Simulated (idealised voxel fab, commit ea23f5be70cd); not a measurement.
process module | voxel air gaps
cross-section cut | 265 nm wide | cells 5 nm
A cross-section is a grid of square cells, given in bands from the top down. A band is one or more rows of cells.
Each band's line starts with the height of the band's top and of its bottom, in nm. Then come its materials from left to right, each with its width in nm. One material with "throughout" fills the band from edge to edge. "air" is empty space.
Height 0 is the level under which the wafer as received is all one material. The lowest band goes on downwards, as in "0 down".
A width such as "30 to 40" changes by the same amount from each row of cells to the next, from the band's top row to its bottom row.
"no change" after a step means that no cell of the cross-section changed.
closed voids: empty space of 8 cells or more with no open way to the top, each as width x height at its distance from the left edge, in nm
after a step's settings: what the simulator itself notes on the step
overlay nm, on a step with a mask: how far to the right of its planned place the mask lay; to the left if negative
plan
1 op RECEIVE | material Si
2 op CONFORMAL_DEP | material SiO2 | thk nm 10
3 op CONFORMAL_DEP | material SiN | thk nm 5
4 op DIRECTIONAL_DEP | material lowk | thk nm 40
5 op PATTERN | tone open | mask id LINES | material resist | width nm 20 | pitch nm 45 | thk nm 15 | overlay nm 0
6 op DIRECTIONAL_ETCH | etch materials lowk | depth nm 40
7 op STRIP | etch materials resist
8 op CONFORMAL_DEP | material TiN | thk nm 5
9 op FILL_DEP | material Cu | thk nm 5
10 op CMP | height nm 55
11 op EPI | material Ru | thk nm 10
12 op SELECTIVE_ETCH | etch materials lowk | depth nm 50
13 op CONFORMAL_DEP | material SiN | thk nm 5
as received, after step 1
  0 down: Si throughout
  closed voids: none
a wafer at the end: this start, this plan, one mistake
  70 to 65: SiN throughout
  65 to 55: Ru throughout
  55 to 20: Cu 50 | TiN 5 | lowk 20 | TiN 5 | Cu 15 | TiN 5 | lowk 20 | TiN 5 | Cu 15 | TiN 5 | lowk 20 | TiN 5 | Cu 15 | TiN 5 | lowk 20 | TiN 5 | Cu 50
  20 to 15: TiN 55 | lowk 20 | TiN 25 | lowk 20 | TiN 25 | lowk 20 | TiN 25 | lowk 20 | TiN 55
  15 to 10: SiN throughout
  10 to 0: SiO2 throughout
  0 down: Si throughout
  closed voids: none
what went wrong: step 5 ran as: op PATTERN | tone cover | mask id LINES | material resist | width nm 20 | pitch nm 45 | thk nm 15 | overlay nm 0
